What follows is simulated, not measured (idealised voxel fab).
process module | voxel fin reveal
cross-section cut | 170 nm wide | cells 5 nm
A cross-section is a grid of square cells, given in bands from the top down. A band is one or more rows of cells.
Each band's line starts with the height of the band's top and of its bottom, in nm. Then come its materials from left to right, each with its width in nm. One material with "throughout" fills the band from edge to edge. "air" is empty space.
Height 0 is the level under which the wafer as received is all one material. The lowest band goes on downwards, as in "0 down".
A width such as "30 to 40" changes by the same amount from each row of cells to the next, from the band's top row to its bottom row.
"no change" after a step means that no cell of the cross-section changed.
closed voids: empty space of 8 cells or more with no open way to the top, each as width x height at its distance from the left edge, in nm
after a step's settings: what the simulator itself notes on the step
overlay nm, on a step with a mask: how far to the right of its planned place the mask lay; to the left if negative
plan
1 op RECEIVE | material Si
2 op CONFORMAL_DEP | material SiN | thk nm 5
3 op PATTERN | tone cover | mask id FINS | material resist | width nm 15 | pitch nm 40 | thk nm 20 | overlay nm 0
4 op DIRECTIONAL_ETCH | etch materials SiN | depth nm 5
5 op DIRECTIONAL_ETCH | etch materials Si | depth nm 35
6 op STRIP | etch materials resist
7 op FILL_DEP | material SiO2 | thk nm 15
8 op CMP | height nm 5
9 op SELECTIVE_ETCH | etch materials SiO2 | depth nm 20
10 op STRIP | etch materials SiN
as received, after step 1
  0 down: Si throughout
  closed voids: none
first wafer at the end, as planned
  0 to -15: air 55 | Si 15 | air 25 | Si 15 | air 60
  -15 to -35: SiO2 55 | Si 15 | SiO2 25 | Si 15 | SiO2 60
  -35 down: Si throughout
  closed voids: none
second wafer at the end: like start, like plan, one mistake
  5 to 0: air 55 | SiN 15 | air 25 | SiN 15 | air 60
  0 to -15: air 55 | Si 15 | air 25 | Si 15 | air 60
  -15 to -35: SiO2 55 | Si 15 | SiO2 25 | Si 15 | SiO2 60
  -35 down: Si throughout
  closed voids: none
what went wrong: step 10 was left out
at the end the second wafer has, in cells: 6 more of SiN
